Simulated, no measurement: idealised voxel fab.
The name of this process module is voxel wiring stack.
240 nm wide, 5 nm square cells: that's cross-section cut.
The cross-sections in this document take the form of a grid made of square cells. They are written out as bands, in order from top to bottom. Each band consists of one or more rows of cells. Band: top height; bottom height; in nm. Then, left to right: material with width in nm, for each material. "full width": a single material spanning edge to edge. "empty": empty space. Zero point of the height axis is 0; under it, received wafer = one material. Lowest band: continues down indefinitely, "0..down". With a width like "30..40", each row of cells in the band differs from the next by the same amount, the top row carrying the first number and the bottom row the second. For the purposes of this document, the phrase "remained the same" attached to a step denotes that no cell within the cross-section was modified by that step. "Closed internal voids" specifies each empty space that is not open to the top and that occupies no fewer than 8 cells, using the form width x height at distance, the distance measured from the left edge and all three quantities in nm. Whatever follows a step's settings on its line is a remark the simulator itself makes about that step. Among the settings permitted on a step's line is "overlay nm"; applied to a step with a mask, it specifies the extent to which the mask lay to the right of its planned position, whereas a negative figure signifies a position to the left. Below you will find pairs of cross-sections. In each, one shows the wafer before one process step and the other after it, with the after view ending at the lowest band that changed. Under each pair is the step separating them, along with its settings. Do not assume the pairs form a chain: they can come from different runs of this module on the same starting wafer, and a pair continues from the pair above it only when its "Before-step section" entry says so.

### Before-step section
0..down | Si full width
Closed internal voids: none

### Resulting Cross-Section
10..0 | SiO2 full width
Rest of section, below 0: as before.
Closed internal voids: none
Step, pre vs post cross-sections above: CONFORMAL_DEP (material SiO2; thk nm 10)

Before-step section: The prior state of this step coincides with the post-step cross-section of the pair just above.

### Resulting Cross-Section
15..10 | TiN full width
Rest of section, below 10: as before.
Closed internal voids: none
Step, pre vs post cross-sections above: DIRECTIONAL_DEP (material TiN; thk nm 5)

Before-step section: The prior state of this step coincides with the post-step cross-section of the pair just above.

### Resulting Cross-Section
35..15 | Ru full width
Rest of section, below 15: as before.
Closed internal voids: none
Step, pre vs post cross-sections above: DIRECTIONAL_DEP (material Ru; thk nm 20)

Before-step section: The prior state of this step coincides with the post-step cross-section of the pair just above.

### Resulting Cross-Section
35..15 | empty 70 / Ru 20 / empty 20 / Ru 20 / empty 20 / Ru 20 / empty 70
Rest of section, below 15: as before.
Closed internal voids: none
Step, pre vs post cross-sections above: MASKED_ETCH (tone cover; mask id METAL_1; width nm 20; pitch nm 40; etch materials Ru; depth nm 20; overlay nm 0)

Before-step section: The prior state of this step coincides with the post-step cross-section of the pair just above.

### Resulting Cross-Section
35..15 | empty 70 / Ru 20 / empty 20 / Ru 20 / empty 20 / Ru 20 / empty 70
15..10 | empty 70 / TiN 20 / empty 20 / TiN 20 / empty 20 / TiN 20 / empty 70
Rest of section, below 10: as before.
Closed internal voids: none
Step, pre vs post cross-sections above: MASKED_ETCH (tone cover; mask id METAL_1; width nm 20; pitch nm 40; etch materials TiN; depth nm 5; overlay nm 0)

Before-step section: The prior state of this step coincides with the post-step cross-section of the pair just above.

### Resulting Cross-Section
40..35 | SiO2 full width
35..15 | SiO2 70 / Ru 20 / SiO2 20 / Ru 20 / SiO2 20 / Ru 20 / SiO2 70
15..10 | SiO2 70 / TiN 20 / SiO2 20 / TiN 20 / SiO2 20 / TiN 20 / SiO2 70
Rest of section, below 10: as before.
Closed internal voids: none
Step, pre vs post cross-sections above: FILL_DEP (material SiO2; thk nm 5)

Before-step section: The prior state of this step coincides with the post-step cross-section of the pair just above.

### Resulting Cross-Section
35..15 | SiO2 70 / Ru 20 / SiO2 20 / Ru 20 / SiO2 20 / Ru 20 / SiO2 70
Rest of section, below 15: as before.
Closed internal voids: none
Step, pre vs post cross-sections above: CMP (height nm 35)

Before-step section: The prior state of this step coincides with the post-step cross-section of the pair just above.

### Resulting Cross-Section
40..35 | SiCN full width
Rest of section, below 35: as before.
Closed internal voids: none
Step, pre vs post cross-sections above: CONFORMAL_DEP (material SiCN; thk nm 5)

Before-step section: The prior state of this step coincides with the post-step cross-section of the pair just above.

### Resulting Cross-Section
50..40 | lowk full width
Rest of section, below 40: as before.
Closed internal voids: none
Step, pre vs post cross-sections above: DIRECTIONAL_DEP (material lowk; thk nm 10)

Before-step section: The prior state of this step coincides with the post-step cross-section of the pair just above.

### Resulting Cross-Section
50..40 | lowk 70 / empty 15 / lowk 65 / empty 15 / lowk 75
Rest of section, below 40: as before.
Closed internal voids: none
Step, pre vs post cross-sections above: MASKED_ETCH (tone open; mask id PLUG_1; width nm 15; pitch nm 80; etch materials lowk; depth nm 10; overlay nm 0)

Before-step section: The prior state of this step coincides with the post-step cross-section of the pair just above.

### Resulting Cross-Section
50..40 | lowk 70 / empty 15 / lowk 65 / empty 15 / lowk 75
40..35 | SiCN 70 / empty 15 / SiCN 65 / empty 15 / SiCN 75
Rest of section, below 35: as before.
Closed internal voids: none
Step, pre vs post cross-sections above: MASKED_ETCH (tone open; mask id PLUG_1; width nm 15; pitch nm 80; etch materials SiCN; depth nm 5; overlay nm 0)

Before-step section: The prior state of this step coincides with the post-step cross-section of the pair just above.

### Resulting Cross-Section
55..50 | TiN 75 / empty 5 / TiN 75 / empty 5 / TiN 80
50..40 | lowk 70 / TiN 5 / empty 5 / TiN 5 / lowk 65 / TiN 5 / empty 5 / TiN 5 / lowk 75
40..35 | SiCN 70 / TiN 15 / SiCN 65 / TiN 15 / SiCN 75
Rest of section, below 35: as before.
Closed internal voids: none
Step, pre vs post cross-sections above: CONFORMAL_DEP (material TiN; thk nm 5)

Before-step section: The prior state of this step coincides with the post-step cross-section of the pair just above.

### Resulting Cross-Section
65..55 | Ru full width
55..50 | TiN 75 / Ru 5 / TiN 75 / Ru 5 / TiN 80
50..40 | lowk 70 / TiN 5 / Ru 5 / TiN 5 / lowk 65 / TiN 5 / Ru 5 / TiN 5 / lowk 75
Rest of section, below 40: as before.
Closed internal voids: none
Step, pre vs post cross-sections above: FILL_DEP (material Ru; thk nm 10)

Before-step section: The prior state of this step coincides with the post-step cross-section of the pair just above.

### Resulting Cross-Section
50..40 | lowk 70 / TiN 5 / Ru 5 / TiN 5 / lowk 65 / TiN 5 / Ru 5 / TiN 5 / lowk 75
Rest of section, below 40: as before.
Closed internal voids: none
Step, pre vs post cross-sections above: CMP (height nm 50)

Before-step section: The prior state of this step coincides with the post-step cross-section of the pair just above.

### Resulting Cross-Section
55..50 | TiN full width
Rest of section, below 50: as before.
Closed internal voids: none
Step, pre vs post cross-sections above: DIRECTIONAL_DEP (material TiN; thk nm 5)

Before-step section: The prior state of this step coincides with the post-step cross-section of the pair just above.

### Resulting Cross-Section
75..55 | Ru full width
Rest of section, below 55: as before.
Closed internal voids: none
Step, pre vs post cross-sections above: DIRECTIONAL_DEP (material Ru; thk nm 20)

Before-step section: The prior state of this step coincides with the post-step cross-section of the pair just above.

### Resulting Cross-Section
95..75 | empty 70 / resist 20 / empty 20 / resist 20 / empty 20 / resist 20 / empty 70
Rest of section, below 75: as before.
Closed internal voids: none
Step, pre vs post cross-sections above: PATTERN (tone cover; mask id METAL_2; material resist; width nm 20; pitch nm 40; thk nm 20; overlay nm 0)

Before-step section: The prior state of this step coincides with the post-step cross-section of the pair just above.

### Resulting Cross-Section
95..75 | empty 70 / resist 20 / empty 20 / resist 20 / empty 20 / resist 20 / empty 70
75..55 | empty 70 / Ru 20 / empty 20 / Ru 20 / empty 20 / Ru 20 / empty 70
Rest of section, below 55: as before.
Closed internal voids: none
Step, pre vs post cross-sections above: DIRECTIONAL_ETCH (etch materials Ru; depth nm 20)

Before-step section: The prior state of this step coincides with the post-step cross-section of the pair just above.

### Resulting Cross-Section
95..75 | empty 70 / resist 20 / empty 20 / resist 20 / empty 20 / resist 20 / empty 70
75..55 | empty 70 / Ru 20 / empty 20 / Ru 20 / empty 20 / Ru 20 / empty 70
55..50 | empty 70 / TiN 20 / empty 20 / TiN 20 / empty 20 / TiN 20 / empty 70
Rest of section, below 50: as before.
Closed internal voids: none
Step, pre vs post cross-sections above: DIRECTIONAL_ETCH (etch materials TiN; depth nm 5)

Before-step section: The prior state of this step coincides with the post-step cross-section of the pair just above.

### Resulting Cross-Section
75..55 | empty 70 / Ru 20 / empty 20 / Ru 20 / empty 20 / Ru 20 / empty 70
Rest of section, below 55: as before.
Closed internal voids: none
Step, pre vs post cross-sections above: STRIP (etch materials resist)

Before-step section: The prior state of this step coincides with the post-step cross-section of the pair just above.

### Resulting Cross-Section
80..75 | empty 65 / SiCN 30 / empty 10 / SiCN 30 / empty 10 / SiCN 30 / empty 65
75..55 | empty 65 / SiCN 5 / Ru 20 / SiCN 5 / empty 10 / SiCN 5 / Ru 20 / SiCN 5 / empty 10 / SiCN 5 / Ru 20 / SiCN 5 / empty 65
55..50 | SiCN 70 / TiN 20 / SiCN 20 / TiN 20 / SiCN 20 / TiN 20 / SiCN 70
Rest of section, below 50: as before.
Closed internal voids: none
Step, pre vs post cross-sections above: CONFORMAL_DEP (material SiCN; thk nm 5)

Before-step section: The prior state of this step coincides with the post-step cross-section of the pair just above.

### Resulting Cross-Section
85..80 | lowk full width
80..75 | lowk 65 / SiCN 30 / lowk 10 / SiCN 30 / lowk 10 / SiCN 30 / lowk 65
75..55 | lowk 65 / SiCN 5 / Ru 20 / SiCN 5 / lowk 10 / SiCN 5 / Ru 20 / SiCN 5 / lowk 10 / SiCN 5 / Ru 20 / SiCN 5 / lowk 65
Rest of section, below 55: as before.
Closed internal voids: none
Step, pre vs post cross-sections above: FILL_DEP (material lowk; thk nm 5)

Before-step section: The prior state of this step coincides with the post-step cross-section of the pair just above.

### Resulting Cross-Section
75..55 | lowk 65 / SiCN 5 / Ru 20 / SiCN 5 / lowk 10 / SiCN 5 / Ru 20 / SiCN 5 / lowk 10 / SiCN 5 / Ru 20 / SiCN 5 / lowk 65
Rest of section, below 55: as before.
Closed internal voids: none
Step, pre vs post cross-sections above: CMP (height nm 75)

Before-step section: The prior state of this step coincides with the post-step cross-section of the pair just above.

### Resulting Cross-Section
80..75 | SiCN full width
Rest of section, below 75: as before.
Closed internal voids: none
Step, pre vs post cross-sections above: CONFORMAL_DEP (material SiCN; thk nm 5)

### Before-step section
40..35 | SiCN full width
35..15 | SiO2 70 / Ru 20 / SiO2 20 / Ru 20 / SiO2 20 / Ru 20 / SiO2 70
15..10 | SiO2 70 / TiN 20 / SiO2 20 / TiN 20 / SiO2 20 / TiN 20 / SiO2 70
10..0 | SiO2 full width
0..down | Si full width
Closed internal voids: none

### Resulting Cross-Section
40..35 | SiCN 70 / empty 15 / SiCN 65 / empty 15 / SiCN 75
Rest of section, below 35: as before.
Closed internal voids: none
Step, pre vs post cross-sections above: MASKED_ETCH (tone open; mask id PLUG_1; width nm 15; pitch nm 80; etch materials SiCN; depth nm 5; overlay nm 0)

Before-step section: The prior state of this step coincides with the post-step cross-section of the pair just above.

### Resulting Cross-Section
45..40 | TiN 75 / empty 5 / TiN 75 / empty 5 / TiN 80
40..35 | SiCN 70 / TiN 15 / SiCN 65 / TiN 15 / SiCN 75
Rest of section, below 35: as before.
Closed internal voids: none
Step, pre vs post cross-sections above: CONFORMAL_DEP (material TiN; thk nm 5)

Before-step section: The prior state of this step coincides with the post-step cross-section of the pair just above.

### Resulting Cross-Section
55..45 | Ru full width
45..40 | TiN 75 / Ru 5 / TiN 75 / Ru 5 / TiN 80
Rest of section, below 40: as before.
Closed internal voids: none
Step, pre vs post cross-sections above: FILL_DEP (material Ru; thk nm 10)

Before-step section: The prior state of this step coincides with the post-step cross-section of the pair just above.

### Resulting Cross-Section
50..45 | Ru full width
Rest of section, below 45: as before.
Closed internal voids: none
Step, pre vs post cross-sections above: CMP (height nm 50)

Before-step section: The prior state of this step coincides with the post-step cross-section of the pair just above.

### Resulting Cross-Section
55..50 | TiN full width
Rest of section, below 50: as before.
Closed internal voids: none
Step, pre vs post cross-sections above: DIRECTIONAL_DEP (material TiN; thk nm 5)

Before-step section: The prior state of this step coincides with the post-step cross-section of the pair just above.

### Resulting Cross-Section
75..55 | Ru full width
Rest of section, below 55: as before.
Closed internal voids: none
Step, pre vs post cross-sections above: DIRECTIONAL_DEP (material Ru; thk nm 20)

Before-step section: The prior state of this step coincides with the post-step cross-section of the pair just above.

### Resulting Cross-Section
95..75 | empty 70 / resist 20 / empty 20 / resist 20 / empty 20 / resist 20 / empty 70
Rest of section, below 75: as before.
Closed internal voids: none
Step, pre vs post cross-sections above: PATTERN (tone cover; mask id METAL_2; material resist; width nm 20; pitch nm 40; thk nm 20; overlay nm 0)

Before-step section: The prior state of this step coincides with the post-step cross-section of the pair just above.

### Resulting Cross-Section
95..75 | empty 70 / resist 20 / empty 20 / resist 20 / empty 20 / resist 20 / empty 70
75..55 | empty 70 / Ru 20 / empty 20 / Ru 20 / empty 20 / Ru 20 / empty 70
Rest of section, below 55: as before.
Closed internal voids: none
Step, pre vs post cross-sections above: DIRECTIONAL_ETCH (etch materials Ru; depth nm 20)

Before-step section: The prior state of this step coincides with the post-step cross-section of the pair just above.

### Resulting Cross-Section
95..75 | empty 70 / resist 20 / empty 20 / resist 20 / empty 20 / resist 20 / empty 70
75..55 | empty 70 / Ru 20 / empty 20 / Ru 20 / empty 20 / Ru 20 / empty 70
55..50 | empty 70 / TiN 20 / empty 20 / TiN 20 / empty 20 / TiN 20 / empty 70
Rest of section, below 50: as before.
Closed internal voids: none
Step, pre vs post cross-sections above: DIRECTIONAL_ETCH (etch materials TiN; depth nm 5)

Before-step section: The prior state of this step coincides with the post-step cross-section of the pair just above.

### Resulting Cross-Section
75..55 | empty 70 / Ru 20 / empty 20 / Ru 20 / empty 20 / Ru 20 / empty 70
Rest of section, below 55: as before.
Closed internal voids: none
Step, pre vs post cross-sections above: STRIP (etch materials resist)

Before-step section: The prior state of this step coincides with the post-step cross-section of the pair just above.

### Resulting Cross-Section
80..75 | empty 65 / SiCN 30 / empty 10 / SiCN 30 / empty 10 / SiCN 30 / empty 65
75..55 | empty 65 / SiCN 5 / Ru 20 / SiCN 5 / empty 10 / SiCN 5 / Ru 20 / SiCN 5 / empty 10 / SiCN 5 / Ru 20 / SiCN 5 / empty 65
55..50 | SiCN 70 / TiN 20 / SiCN 20 / TiN 20 / SiCN 20 / TiN 20 / SiCN 70
Rest of section, below 50: as before.
Closed internal voids: none
Step, pre vs post cross-sections above: CONFORMAL_DEP (material SiCN; thk nm 5)

Before-step section: The prior state of this step coincides with the post-step cross-section of the pair just above.

### Resulting Cross-Section
85..80 | lowk full width
80..75 | lowk 65 / SiCN 30 / lowk 10 / SiCN 30 / lowk 10 / SiCN 30 / lowk 65
75..55 | lowk 65 / SiCN 5 / Ru 20 / SiCN 5 / lowk 10 / SiCN 5 / Ru 20 / SiCN 5 / lowk 10 / SiCN 5 / Ru 20 / SiCN 5 / lowk 65
Rest of section, below 55: as before.
Closed internal voids: none
Step, pre vs post cross-sections above: FILL_DEP (material lowk; thk nm 5)

Before-step section: The prior state of this step coincides with the post-step cross-section of the pair just above.

### Resulting Cross-Section
75..55 | lowk 65 / SiCN 5 / Ru 20 / SiCN 5 / lowk 10 / SiCN 5 / Ru 20 / SiCN 5 / lowk 10 / SiCN 5 / Ru 20 / SiCN 5 / lowk 65
Rest of section, below 55: as before.
Closed internal voids: none
Step, pre vs post cross-sections above: CMP (height nm 75)

Before-step section: The prior state of this step coincides with the post-step cross-section of the pair just above.

### Resulting Cross-Section
80..75 | SiCN full width
Rest of section, below 75: as before.
Closed internal voids: none
Step, pre vs post cross-sections above: CONFORMAL_DEP (material SiCN; thk nm 5)

### Before-step section
85..80 | lowk full width
80..75 | lowk 65 / SiCN 30 / lowk 10 / SiCN 30 / lowk 10 / SiCN 30 / lowk 65
75..55 | lowk 65 / SiCN 5 / Ru 20 / SiCN 5 / lowk 10 / SiCN 5 / Ru 20 / SiCN 5 / lowk 10 / SiCN 5 / Ru 20 / SiCN 5 / lowk 65
55..50 | SiCN 70 / TiN 20 / SiCN 20 / TiN 20 / SiCN 20 / TiN 20 / SiCN 70
50..40 | lowk 70 / TiN 5 / Ru 5 / TiN 5 / lowk 65 / TiN 5 / Ru 5 / TiN 5 / lowk 75
40..35 | SiCN 70 / TiN 15 / SiCN 65 / TiN 15 / SiCN 75
35..15 | SiO2 70 / Ru 20 / SiO2 20 / Ru 20 / SiO2 20 / Ru 20 / SiO2 70
15..10 | SiO2 70 / TiN 20 / SiO2 20 / TiN 20 / SiO2 20 / TiN 20 / SiO2 70
10..0 | SiO2 full width
0..down | Si full width
Closed internal voids: none

### Resulting Cross-Section
90..80 | lowk full width
Rest of section, below 80: as before.
Closed internal voids: none
Step, pre vs post cross-sections above: FILL_DEP (material lowk; thk nm 5)

Before-step section: The prior state of this step coincides with the post-step cross-section of the pair just above.

### Resulting Cross-Section
75..55 | lowk 65 / SiCN 5 / Ru 20 / SiCN 5 / lowk 10 / SiCN 5 / Ru 20 / SiCN 5 / lowk 10 / SiCN 5 / Ru 20 / SiCN 5 / lowk 65
Rest of section, below 55: as before.
Closed internal voids: none
Step, pre vs post cross-sections above: CMP (height nm 75)

### Before-step section
10..0 | SiO2 full width
0..down | Si full width
Closed internal voids: none

### Resulting Cross-Section
30..10 | Ru full width
Rest of section, below 10: as before.
Closed internal voids: none
Step, pre vs post cross-sections above: DIRECTIONAL_DEP (material Ru; thk nm 20)

Before-step section: The prior state of this step coincides with the post-step cross-section of the pair just above.

### Resulting Cross-Section
35..30 | TiN full width
Rest of section, below 30: as before.
Closed internal voids: none
Step, pre vs post cross-sections above: DIRECTIONAL_DEP (material TiN; thk nm 5)

Before-step section: The prior state of this step coincides with the post-step cross-section of the pair just above.

### Resulting Cross-Section
35..30 | empty 70 / TiN 20 / empty 20 / TiN 20 / empty 20 / TiN 20 / empty 70
Rest of section, below 30: as before.
Closed internal voids: none
Step, pre vs post cross-sections above: MASKED_ETCH (tone cover; mask id METAL_1; width nm 20; pitch nm 40; etch materials TiN; depth nm 5; overlay nm 0)

Before-step section: The prior state of this step coincides with the post-step cross-section of the pair just above.

### Resulting Cross-Section
40..35 | SiO2 full width
35..30 | SiO2 70 / TiN 20 / SiO2 20 / TiN 20 / SiO2 20 / TiN 20 / SiO2 70
Rest of section, below 30: as before.
Closed internal voids: none
Step, pre vs post cross-sections above: FILL_DEP (material SiO2; thk nm 5)

Before-step section: The prior state of this step coincides with the post-step cross-section of the pair just above.

### Resulting Cross-Section
35..30 | SiO2 70 / TiN 20 / SiO2 20 / TiN 20 / SiO2 20 / TiN 20 / SiO2 70
Rest of section, below 30: as before.
Closed internal voids: none
Step, pre vs post cross-sections above: CMP (height nm 35)

Before-step section: The prior state of this step coincides with the post-step cross-section of the pair just above.

### Resulting Cross-Section
40..35 | SiCN full width
Rest of section, below 35: as before.
Closed internal voids: none
Step, pre vs post cross-sections above: CONFORMAL_DEP (material SiCN; thk nm 5)

Before-step section: The prior state of this step coincides with the post-step cross-section of the pair just above.

### Resulting Cross-Section
50..40 | lowk full width
Rest of section, below 40: as before.
Closed internal voids: none
Step, pre vs post cross-sections above: DIRECTIONAL_DEP (material lowk; thk nm 10)

Before-step section: The prior state of this step coincides with the post-step cross-section of the pair just above.

### Resulting Cross-Section
50..40 | lowk 70 / empty 15 / lowk 65 / empty 15 / lowk 75
Rest of section, below 40: as before.
Closed internal voids: none
Step, pre vs post cross-sections above: MASKED_ETCH (tone open; mask id PLUG_1; width nm 15; pitch nm 80; etch materials lowk; depth nm 10; overlay nm 0)

Before-step section: The prior state of this step coincides with the post-step cross-section of the pair just above.

### Resulting Cross-Section
50..40 | lowk 70 / empty 15 / lowk 65 / empty 15 / lowk 75
40..35 | SiCN 70 / empty 15 / SiCN 65 / empty 15 / SiCN 75
Rest of section, below 35: as before.
Closed internal voids: none
Step, pre vs post cross-sections above: MASKED_ETCH (tone open; mask id PLUG_1; width nm 15; pitch nm 80; etch materials SiCN; depth nm 5; overlay nm 0)

Before-step section: The prior state of this step coincides with the post-step cross-section of the pair just above.

### Resulting Cross-Section
55..50 | TiN 75 / empty 5 / TiN 75 / empty 5 / TiN 80
50..40 | lowk 70 / TiN 5 / empty 5 / TiN 5 / lowk 65 / TiN 5 / empty 5 / TiN 5 / lowk 75
40..35 | SiCN 70 / TiN 15 / SiCN 65 / TiN 15 / SiCN 75
Rest of section, below 35: as before.
Closed internal voids: none
Step, pre vs post cross-sections above: CONFORMAL_DEP (material TiN; thk nm 5)

Before-step section: The prior state of this step coincides with the post-step cross-section of the pair just above.

### Resulting Cross-Section
65..55 | Ru full width
55..50 | TiN 75 / Ru 5 / TiN 75 / Ru 5 / TiN 80
50..40 | lowk 70 / TiN 5 / Ru 5 / TiN 5 / lowk 65 / TiN 5 / Ru 5 / TiN 5 / lowk 75
Rest of section, below 40: as before.
Closed internal voids: none
Step, pre vs post cross-sections above: FILL_DEP (material Ru; thk nm 10)

Before-step section: The prior state of this step coincides with the post-step cross-section of the pair just above.

### Resulting Cross-Section
50..40 | lowk 70 / TiN 5 / Ru 5 / TiN 5 / lowk 65 / TiN 5 / Ru 5 / TiN 5 / lowk 75
Rest of section, below 40: as before.
Closed internal voids: none
Step, pre vs post cross-sections above: CMP (height nm 50)

Before-step section: The prior state of this step coincides with the post-step cross-section of the pair just above.

### Resulting Cross-Section
55..50 | TiN full width
Rest of section, below 50: as before.
Closed internal voids: none
Step, pre vs post cross-sections above: DIRECTIONAL_DEP (material TiN; thk nm 5)

Before-step section: The prior state of this step coincides with the post-step cross-section of the pair just above.

### Resulting Cross-Section
75..55 | Ru full width
Rest of section, below 55: as before.
Closed internal voids: none
Step, pre vs post cross-sections above: DIRECTIONAL_DEP (material Ru; thk nm 20)

Before-step section: The prior state of this step coincides with the post-step cross-section of the pair just above.

### Resulting Cross-Section
95..75 | empty 70 / resist 20 / empty 20 / resist 20 / empty 20 / resist 20 / empty 70
Rest of section, below 75: as before.
Closed internal voids: none
Step, pre vs post cross-sections above: PATTERN (tone cover; mask id METAL_2; material resist; width nm 20; pitch nm 40; thk nm 20; overlay nm 0)

Before-step section: The prior state of this step coincides with the post-step cross-section of the pair just above.

### Resulting Cross-Section
95..75 | empty 70 / resist 20 / empty 20 / resist 20 / empty 20 / resist 20 / empty 70
75..55 | empty 70 / Ru 20 / empty 20 / Ru 20 / empty 20 / Ru 20 / empty 70
Rest of section, below 55: as before.
Closed internal voids: none
Step, pre vs post cross-sections above: DIRECTIONAL_ETCH (etch materials Ru; depth nm 20)

Before-step section: The prior state of this step coincides with the post-step cross-section of the pair just above.

### Resulting Cross-Section
95..75 | empty 70 / resist 20 / empty 20 / resist 20 / empty 20 / resist 20 / empty 70
75..55 | empty 70 / Ru 20 / empty 20 / Ru 20 / empty 20 / Ru 20 / empty 70
55..50 | empty 70 / TiN 20 / empty 20 / TiN 20 / empty 20 / TiN 20 / empty 70
Rest of section, below 50: as before.
Closed internal voids: none
Step, pre vs post cross-sections above: DIRECTIONAL_ETCH (etch materials TiN; depth nm 5)

Before-step section: The prior state of this step coincides with the post-step cross-section of the pair just above.

### Resulting Cross-Section
75..55 | empty 70 / Ru 20 / empty 20 / Ru 20 / empty 20 / Ru 20 / empty 70
Rest of section, below 55: as before.
Closed internal voids: none
Step, pre vs post cross-sections above: STRIP (etch materials resist)

Before-step section: The prior state of this step coincides with the post-step cross-section of the pair just above.

### Resulting Cross-Section
80..75 | empty 65 / SiCN 30 / empty 10 / SiCN 30 / empty 10 / SiCN 30 / empty 65
75..55 | empty 65 / SiCN 5 / Ru 20 / SiCN 5 / empty 10 / SiCN 5 / Ru 20 / SiCN 5 / empty 10 / SiCN 5 / Ru 20 / SiCN 5 / empty 65
55..50 | SiCN 70 / TiN 20 / SiCN 20 / TiN 20 / SiCN 20 / TiN 20 / SiCN 70
Rest of section, below 50: as before.
Closed internal voids: none
Step, pre vs post cross-sections above: CONFORMAL_DEP (material SiCN; thk nm 5)

Before-step section: The prior state of this step coincides with the post-step cross-section of the pair just above.

### Resulting Cross-Section
85..80 | lowk full width
80..75 | lowk 65 / SiCN 30 / lowk 10 / SiCN 30 / lowk 10 / SiCN 30 / lowk 65
75..55 | lowk 65 / SiCN 5 / Ru 20 / SiCN 5 / lowk 10 / SiCN 5 / Ru 20 / SiCN 5 / lowk 10 / SiCN 5 / Ru 20 / SiCN 5 / lowk 65
Rest of section, below 55: as before.
Closed internal voids: none
Step, pre vs post cross-sections above: FILL_DEP (material lowk; thk nm 5)

Before-step section: The prior state of this step coincides with the post-step cross-section of the pair just above.

### Resulting Cross-Section
75..55 | lowk 65 / SiCN 5 / Ru 20 / SiCN 5 / lowk 10 / SiCN 5 / Ru 20 / SiCN 5 / lowk 10 / SiCN 5 / Ru 20 / SiCN 5 / lowk 65
Rest of section, below 55: as before.
Closed internal voids: none
Step, pre vs post cross-sections above: CMP (height nm 75)

Before-step section: The prior state of this step coincides with the post-step cross-section of the pair just above.

### Resulting Cross-Section
80..75 | SiCN full width
Rest of section, below 75: as before.
Closed internal voids: none
Step, pre vs post cross-sections above: CONFORMAL_DEP (material SiCN; thk nm 5)

### Before-step section
85..80 | lowk full width
80..75 | lowk 65 / SiCN 30 / lowk 10 / SiCN 30 / lowk 10 / SiCN 30 / lowk 65
75..55 | lowk 65 / SiCN 5 / Ru 20 / SiCN 5 / lowk 10 / SiCN 5 / Ru 20 / SiCN 5 / lowk 10 / SiCN 5 / Ru 20 / SiCN 5 / lowk 65
55..50 | SiCN 70 / TiN 20 / SiCN 20 / TiN 20 / SiCN 20 / TiN 20 / SiCN 70
50..40 | lowk 70 / TiN 5 / Ru 5 / TiN 5 / lowk 65 / TiN 5 / Ru 5 / TiN 5 / lowk 75
40..35 | SiCN 70 / TiN 15 / SiCN 65 / TiN 15 / SiCN 75
35..15 | SiO2 70 / Ru 20 / SiO2 20 / Ru 20 / SiO2 20 / Ru 20 / SiO2 70
15..10 | SiO2 70 / TiN 20 / SiO2 20 / TiN 20 / SiO2 20 / TiN 20 / SiO2 70
10..0 | SiO2 full width
0..down | Si full width
Closed internal voids: none

### Resulting Cross-Section
65..55 | lowk 65 / SiCN 5 / Ru 20 / SiCN 5 / lowk 10 / SiCN 5 / Ru 20 / SiCN 5 / lowk 10 / SiCN 5 / Ru 20 / SiCN 5 / lowk 65
Rest of section, below 55: as before.
Closed internal voids: none
Step, pre vs post cross-sections above: CMP (height nm 65)

Before-step section: The prior state of this step coincides with the post-step cross-section of the pair just above.

### Resulting Cross-Section
70..65 | SiCN full width
Rest of section, below 65: as before.
Closed internal voids: none
Step, pre vs post cross-sections above: CONFORMAL_DEP (material SiCN; thk nm 5)

### Before-step section
35..15 | Ru full width
15..10 | TiN full width
10..0 | SiO2 full width
0..down | Si full width
Closed internal voids: none

### Resulting Cross-Section
35..15 | empty 70 / Ru 25 / empty 15 / Ru 25 / empty 15 / Ru 25 / empty 65
Rest of section, below 15: as before.
Closed internal voids: none
Step, pre vs post cross-sections above: MASKED_ETCH (tone cover; mask id METAL_1; width nm 25; pitch nm 40; etch materials Ru; depth nm 20; overlay nm 0)

Before-step section: The prior state of this step coincides with the post-step cross-section of the pair just above.

### Resulting Cross-Section
35..15 | empty 70 / Ru 25 / empty 15 / Ru 25 / empty 15 / Ru 25 / empty 65
15..10 | empty 70 / TiN 25 / empty 15 / TiN 25 / empty 15 / TiN 25 / empty 65
Rest of section, below 10: as before.
Closed internal voids: none
Step, pre vs post cross-sections above: MASKED_ETCH (tone cover; mask id METAL_1; width nm 20; pitch nm 40; etch materials TiN; depth nm 5; overlay nm 0)

Before-step section: The prior state of this step coincides with the post-step cross-section of the pair just above.

### Resulting Cross-Section
40..35 | SiO2 full width
35..15 | SiO2 70 / Ru 25 / SiO2 15 / Ru 25 / SiO2 15 / Ru 25 / SiO2 65
15..10 | SiO2 70 / TiN 25 / SiO2 15 / TiN 25 / SiO2 15 / TiN 25 / SiO2 65
Rest of section, below 10: as before.
Closed internal voids: none
Step, pre vs post cross-sections above: FILL_DEP (material SiO2; thk nm 5)

Before-step section: The prior state of this step coincides with the post-step cross-section of the pair just above.

### Resulting Cross-Section
35..15 | SiO2 70 / Ru 25 / SiO2 15 / Ru 25 / SiO2 15 / Ru 25 / SiO2 65
Rest of section, below 15: as before.
Closed internal voids: none
Step, pre vs post cross-sections above: CMP (height nm 35)

Before-step section: The prior state of this step coincides with the post-step cross-section of the pair just above.

### Resulting Cross-Section
40..35 | SiCN full width
Rest of section, below 35: as before.
Closed internal voids: none
Step, pre vs post cross-sections above: CONFORMAL_DEP (material SiCN; thk nm 5)

Before-step section: The prior state of this step coincides with the post-step cross-section of the pair just above.

### Resulting Cross-Section
50..40 | lowk full width
Rest of section, below 40: as before.
Closed internal voids: none
Step, pre vs post cross-sections above: DIRECTIONAL_DEP (material lowk; thk nm 10)

Before-step section: The prior state of this step coincides with the post-step cross-section of the pair just above.

### Resulting Cross-Section
50..40 | lowk 70 / empty 15 / lowk 65 / empty 15 / lowk 75
Rest of section, below 40: as before.
Closed internal voids: none
Step, pre vs post cross-sections above: MASKED_ETCH (tone open; mask id PLUG_1; width nm 15; pitch nm 80; etch materials lowk; depth nm 10; overlay nm 0)

Before-step section: The prior state of this step coincides with the post-step cross-section of the pair just above.

### Resulting Cross-Section
50..40 | lowk 70 / empty 15 / lowk 65 / empty 15 / lowk 75
40..35 | SiCN 70 / empty 15 / SiCN 65 / empty 15 / SiCN 75
Rest of section, below 35: as before.
Closed internal voids: none
Step, pre vs post cross-sections above: MASKED_ETCH (tone open; mask id PLUG_1; width nm 15; pitch nm 80; etch materials SiCN; depth nm 5; overlay nm 0)

Before-step section: The prior state of this step coincides with the post-step cross-section of the pair just above.

### Resulting Cross-Section
55..50 | TiN 75 / empty 5 / TiN 75 / empty 5 / TiN 80
50..40 | lowk 70 / TiN 5 / empty 5 / TiN 5 / lowk 65 / TiN 5 / empty 5 / TiN 5 / lowk 75
40..35 | SiCN 70 / TiN 15 / SiCN 65 / TiN 15 / SiCN 75
Rest of section, below 35: as before.
Closed internal voids: none
Step, pre vs post cross-sections above: CONFORMAL_DEP (material TiN; thk nm 5)
